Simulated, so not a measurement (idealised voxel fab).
Name of the process module below: voxel self aligned vias
We display cut, a cross-section 190 nm in width whose square cells are each 5 nm.
Cross-sections here: square-cell grids, written as top-down lists of bands, a band being one or more rows of cells. Heads up on the band format: heights come first, top then bottom, in nm. After that it's the materials left to right, each with its width in nm. A single material flagged "throughout" fills the whole band edge to edge, and "blank" means there's empty space there. Measure heights from 0. That's the level where, below it, the as-received wafer is all one material. The lowest band is bottomless and extends downward; write it as in "0 nm and below". When a width is written as two numbers, as in "30->40", the first number is the width in the top row of cells of the band and the second is the width in its bottom row, and the width changes by the same amount from each row to the next. Any step labelled "stayed the same" changed none of the cells in the cross-section. "Enclosed voids" enumerates empty spaces isolated from the top, with no open way to it, that contain at least 8 cells, giving each as width x height at distance from the left edge, all three in nm. Where a step's line continues beyond its settings, the continuation is a remark by the simulator itself on that step. On any step carrying a mask, the "overlay nm" setting, if present on the step's line, tells how far right of its planned place the mask lay; negative values point to the left.
[Steps in the process plan]
1) RECEIVE, material Si
2) CONFORMAL_DEP, material SiO2, thk nm 10
3) CONFORMAL_DEP, material SiCN, thk nm 5
4) DIRECTIONAL_DEP, material SiO2, thk nm 25
5) PATTERN, tone open, mask id LINES, material resist, width nm 30, pitch nm 80, thk nm 20, overlay nm 0
6) DIRECTIONAL_ETCH, etch materials SiO2, depth nm 25
7) STRIP, etch materials resist
8) CONFORMAL_DEP, material TiN, thk nm 5
9) FILL_DEP, material Ru, thk nm 10
10) CMP, height nm 40
11) SELECTIVE_ETCH, etch materials W Ru TiN, depth nm 10
12) FILL_DEP, material SiN, thk nm 10
13) CMP, height nm 40
14) DIRECTIONAL_DEP, material SiO2, thk nm 15
15) MASKED_ETCH, tone open, mask id VIAS, width nm 50, pitch nm 80, etch materials SiO2, depth nm 15, overlay nm 0
16) MASKED_ETCH, tone open, mask id VIAS, width nm 50, pitch nm 80, etch materials SiN, depth nm 10, overlay nm 0
17) CONFORMAL_DEP, material TiN, thk nm 5
18) FILL_DEP, material Cu, thk nm 10
19) CMP, height nm 45
20) CONFORMAL_DEP, material SiCN, thk nm 5
Where the wafers of this document differ is in the height nm of step 19; they start out the same, and the plan states the value that applied to the first wafer.
[Cross-section, first of several wafers, as delivered after step 1]
> 0 nm and below = Si throughout
> Enclosed voids: none
[wafer rows; end of module; cells per material since receipt: (+) gained, (-) lost; then closed voids]
height nm 45; +16 Cu; +16 Ru; +76 SiCN; +224 SiO2; +48 TiN; Enclosed voids: none
height nm 50; +32 Cu; +16 Ru; +76 SiCN; +242 SiO2; +52 TiN; Enclosed voids: none
height nm 55; +48 Cu; +16 Ru; +76 SiCN; +260 SiO2; +56 TiN; Enclosed voids: none
height nm 60; +64 Cu; +16 Ru; +76 SiCN; +260 SiO2; +78 TiN; Enclosed voids: none
height nm 65; +102 Cu; +16 Ru; +76 SiCN; +260 SiO2; +78 TiN; Enclosed voids: none
height nm 70; +140 Cu; +16 Ru; +76 SiCN; +260 SiO2; +78 TiN; Enclosed voids: none
